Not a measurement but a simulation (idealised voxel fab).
process module | voxel transistor to metal
cross-section cut | 285 nm wide | cells 5 nm
A cross-section is a grid of square cells, given in bands from the top down. A band is one or more rows of cells.
Each band's line starts with the height of the band's top and of its bottom, in nm. Then come its materials from left to right, each with its width in nm. One material with "throughout" fills the band from edge to edge. "air" is empty space.
Height 0 is the level under which the wafer as received is all one material. The lowest band goes on downwards, as in "0 down".
A width such as "30 to 40" changes by the same amount from each row of cells to the next, from the band's top row to its bottom row.
"no change" after a step means that no cell of the cross-section changed.
closed voids: empty space of 8 cells or more with no open way to the top, each as width x height at its distance from the left edge, in nm
after a step's settings: what the simulator itself notes on the step
overlay nm, on a step with a mask: how far to the right of its planned place the mask lay; to the left if negative
plan
1 op RECEIVE | material Si
2 op OXIDIZE | depth nm 5
3 op CONFORMAL_DEP | material SiN | thk nm 10
4 op DIRECTIONAL_DEP | material aC | thk nm 15
5 op PATTERN | tone cover | mask id ACTIVE | material resist | width nm 105 | pitch nm 130 | thk nm 30 | overlay nm 0
6 op DIRECTIONAL_ETCH | etch materials aC | depth nm 15
7 op STRIP | etch materials resist
8 op DIRECTIONAL_ETCH | etch materials SiN | depth nm 10
9 op DIRECTIONAL_ETCH | etch materials SiO2 | depth nm 5
10 op DIRECTIONAL_ETCH | etch materials Si | depth nm 20
11 op STRIP | etch materials aC
12 op FILL_DEP | material SiO2 | thk nm 5
13 op CMP | height nm 10
14 op SELECTIVE_ETCH | etch materials SiO2 | depth nm 10
15 op STRIP | etch materials SiN
16 op SELECTIVE_ETCH | etch materials SiO2 | depth nm 5
17 op OXIDIZE | depth nm 5
18 op DIRECTIONAL_DEP | material polySi | thk nm 20
19 op DIRECTIONAL_DEP | material SiCN | thk nm 10
20 op PATTERN | tone cover | mask id GATE | material resist | width nm 35 | pitch nm 130 | thk nm 15 | overlay nm 0
21 op DIRECTIONAL_ETCH | etch materials SiCN | depth nm 20
22 op DIRECTIONAL_ETCH | etch materials polySi | depth nm 30
23 op STRIP | etch materials resist
24 op CONFORMAL_DEP | material SiN | thk nm 10
25 op DIRECTIONAL_ETCH | etch materials SiN | depth nm 10
26 op DIRECTIONAL_ETCH | etch materials SiO2 | depth nm 5
27 op DIRECTIONAL_ETCH | etch materials Si | depth nm 10
28 op EPI | material pSi | thk nm 15
29 op FILL_DEP | material SiO2 | thk nm 5
30 op CMP | height nm 15
31 op STRIP | etch materials polySi
32 op SELECTIVE_ETCH | etch materials SiO2 | depth nm 5
33 op CONFORMAL_DEP | material HfO2 | thk nm 5
34 op CONFORMAL_DEP | material TiN | thk nm 5
35 op FILL_DEP | material W | thk nm 10
36 op CMP | height nm 10
37 op DIRECTIONAL_DEP | material SiO2 | thk nm 10
38 op MASKED_ETCH | tone open | mask id CONTACT | width nm 15 | etch materials SiO2 | depth nm 25 | overlay nm 0
39 op CONFORMAL_DEP | material TiN | thk nm 5
40 op FILL_DEP | material W | thk nm 10
41 op CMP | height nm 20
42 op DIRECTIONAL_DEP | material TiN | thk nm 5
43 op DIRECTIONAL_DEP | material W | thk nm 25
44 op PATTERN | tone cover | mask id METAL_1 | material resist | width nm 15 | thk nm 15 | overlay nm 0
45 op DIRECTIONAL_ETCH | etch materials W | depth nm 25
46 op DIRECTIONAL_ETCH | etch materials TiN | depth nm 5
47 op STRIP | etch materials resist
48 op CONFORMAL_DEP | material SiN | thk nm 5
49 op FILL_DEP | material lowk | thk nm 5
50 op CMP | height nm 50
51 op CONFORMAL_DEP | material SiCN | thk nm 5
52 op DIRECTIONAL_DEP | material lowk | thk nm 25
53 op DIRECTIONAL_DEP | material aC | thk nm 10
54 op PATTERN | tone open | mask id METAL_2 | material resist | width nm 15 | pitch nm 130 | thk nm 25 | overlay nm 0
55 op DIRECTIONAL_ETCH | etch materials aC | depth nm 10
56 op STRIP | etch materials resist
57 op DIRECTIONAL_ETCH | etch materials lowk | depth nm 15
58 op STRIP | etch materials aC
59 op DIRECTIONAL_DEP | material aC | thk nm 15
60 op PATTERN | tone open | mask id METAL_2_HOLES | material resist | width nm 15 | pitch nm 130 | thk nm 35 | overlay nm 0
61 op DIRECTIONAL_ETCH | etch materials aC | depth nm 15
62 op STRIP | etch materials resist
63 op DIRECTIONAL_ETCH | etch materials lowk | depth nm 10
64 op DIRECTIONAL_ETCH | etch materials SiCN | depth nm 5
65 op STRIP | etch materials aC
66 op CONFORMAL_DEP | material TiN | thk nm 5
67 op FILL_DEP | material Cu | thk nm 10
68 op CMP | height nm 80
69 op CONFORMAL_DEP | material SiCN | thk nm 5
as received, after step 1
  0 down: Si throughout
  closed voids: none
first wafer at the end, as planned
  85 to 80: SiCN throughout
  80 to 55: lowk 30 | TiN 5 | Cu 5 | TiN 5 | lowk 115 | TiN 5 | Cu 5 | TiN 5 | lowk 110
  55 to 50: SiCN 30 | TiN 15 | SiCN 115 | TiN 15 | SiCN 110
  50 to 25: lowk 25 | SiN 5 | W 15 | SiN 5 | lowk 55 | SiN 5 | W 15 | SiN 5 | lowk 25 | SiN 5 | W 15 | SiN 5 | lowk 55 | SiN 5 | W 15 | SiN 5 | lowk 25
  25 to 20: SiN 30 | TiN 15 | SiN 65 | TiN 15 | SiN 35 | TiN 15 | SiN 65 | TiN 15 | SiN 30
  20 to 10: SiO2 30 | TiN 5 | W 5 | TiN 5 | SiO2 65 | TiN 5 | W 5 | TiN 5 | SiO2 35 | TiN 5 | W 5 | TiN 5 | SiO2 65 | TiN 5 | W 5 | TiN 5 | SiO2 30
  10 to 5: SiO2 30 | TiN 15 | SiO2 5 | SiN 10 | HfO2 5 | TiN 5 | W 15 | TiN 5 | HfO2 5 | SiN 10 | SiO2 5 | TiN 15 | SiO2 35 | TiN 15 | SiO2 5 | SiN 10 | HfO2 5 | TiN 5 | W 15 | TiN 5 | HfO2 5 | SiN 10 | SiO2 5 | TiN 15 | SiO2 30
  5 to 0: SiO2 30 | TiN 5 | pSi 15 | SiN 10 | HfO2 5 | TiN 5 | W 15 | TiN 5 | HfO2 5 | SiN 10 | pSi 15 | TiN 5 | SiO2 35 | TiN 5 | pSi 15 | SiN 10 | HfO2 5 | TiN 5 | W 15 | TiN 5 | HfO2 5 | SiN 10 | pSi 15 | TiN 5 | SiO2 30
  0 to -5: SiO2 30 | TiN 5 | pSi 15 | SiN 10 | HfO2 5 | TiN 25 | HfO2 5 | SiN 10 | pSi 15 | TiN 5 | SiO2 35 | TiN 5 | pSi 15 | SiN 10 | HfO2 5 | TiN 25 | HfO2 5 | SiN 10 | pSi 15 | TiN 5 | SiO2 30
  -5 to -10: SiO2 20 | pSi 30 | SiO2 5 | HfO2 45 | SiO2 5 | pSi 30 | SiO2 15 | pSi 30 | SiO2 5 | HfO2 45 | SiO2 5 | pSi 30 | SiO2 20
  -10 to -20: SiO2 25 | pSi 25 | Si 55 | pSi 25 | SiO2 25 | pSi 25 | Si 55 | pSi 25 | SiO2 25
  -20 to -25: SiO2 25 | Si 105 | SiO2 25 | Si 105 | SiO2 25
  -25 down: Si throughout
  closed voids: none
second wafer at the end: like start, like plan, one mistake
  85 to 80: SiCN throughout
  80 to 55: lowk 30 | TiN 5 | Cu 5 | TiN 5 | lowk 115 | TiN 5 | Cu 5 | TiN 5 | lowk 110
  55 to 50: SiCN 30 | TiN 15 | SiCN 115 | TiN 15 | SiCN 110
  50 to 25: lowk 25 | SiN 5 | W 15 | SiN 5 | lowk 55 | SiN 5 | W 15 | SiN 5 | lowk 25 | SiN 5 | W 15 | SiN 5 | lowk 55 | SiN 5 | W 15 | SiN 5 | lowk 25
  25 to 20: SiN 30 | TiN 15 | SiN 65 | TiN 15 | SiN 35 | TiN 15 | SiN 65 | TiN 15 | SiN 30
  20 to 10: SiO2 30 | TiN 15 to 5 | SiO2 65 to 85 | TiN 15 to 5 | SiO2 35 | TiN 15 to 5 | SiO2 65 to 85 | TiN 15 to 5 | SiO2 30
  10 to 5: SiO2 30 | TiN 5 | SiO2 15 | SiN 10 | HfO2 5 | TiN 5 | W 15 | TiN 5 | HfO2 5 | SiN 10 | SiO2 15 | TiN 5 | SiO2 35 | TiN 5 | SiO2 15 | SiN 10 | HfO2 5 | TiN 5 | W 15 | TiN 5 | HfO2 5 | SiN 10 | SiO2 15 | TiN 5 | SiO2 30
  5 to 0: SiO2 35 | pSi 15 | SiN 10 | HfO2 5 | TiN 5 | W 15 | TiN 5 | HfO2 5 | SiN 10 | pSi 15 | SiO2 45 | pSi 15 | SiN 10 | HfO2 5 | TiN 5 | W 15 | TiN 5 | HfO2 5 | SiN 10 | pSi 15 | SiO2 35
  0 to -5: SiO2 35 | pSi 15 | SiN 10 | HfO2 5 | TiN 25 | HfO2 5 | SiN 10 | pSi 15 | SiO2 45 | pSi 15 | SiN 10 | HfO2 5 | TiN 25 | HfO2 5 | SiN 10 | pSi 15 | SiO2 35
  -5 to -10: SiO2 20 | pSi 30 | SiO2 5 | HfO2 45 | SiO2 5 | pSi 30 | SiO2 15 | pSi 30 | SiO2 5 | HfO2 45 | SiO2 5 | pSi 30 | SiO2 20
  -10 to -20: SiO2 25 | pSi 25 | Si 55 | pSi 25 | SiO2 25 | pSi 25 | Si 55 | pSi 25 | SiO2 25
  -20 to -25: SiO2 25 | Si 105 | SiO2 25 | Si 105 | SiO2 25
  -25 down: Si throughout
  closed voids: none
what went wrong: steps 37 and 38 were swapped
at the end the second wafer has, in cells: 24 more of SiO2 | 16 fewer of TiN | 8 fewer of W
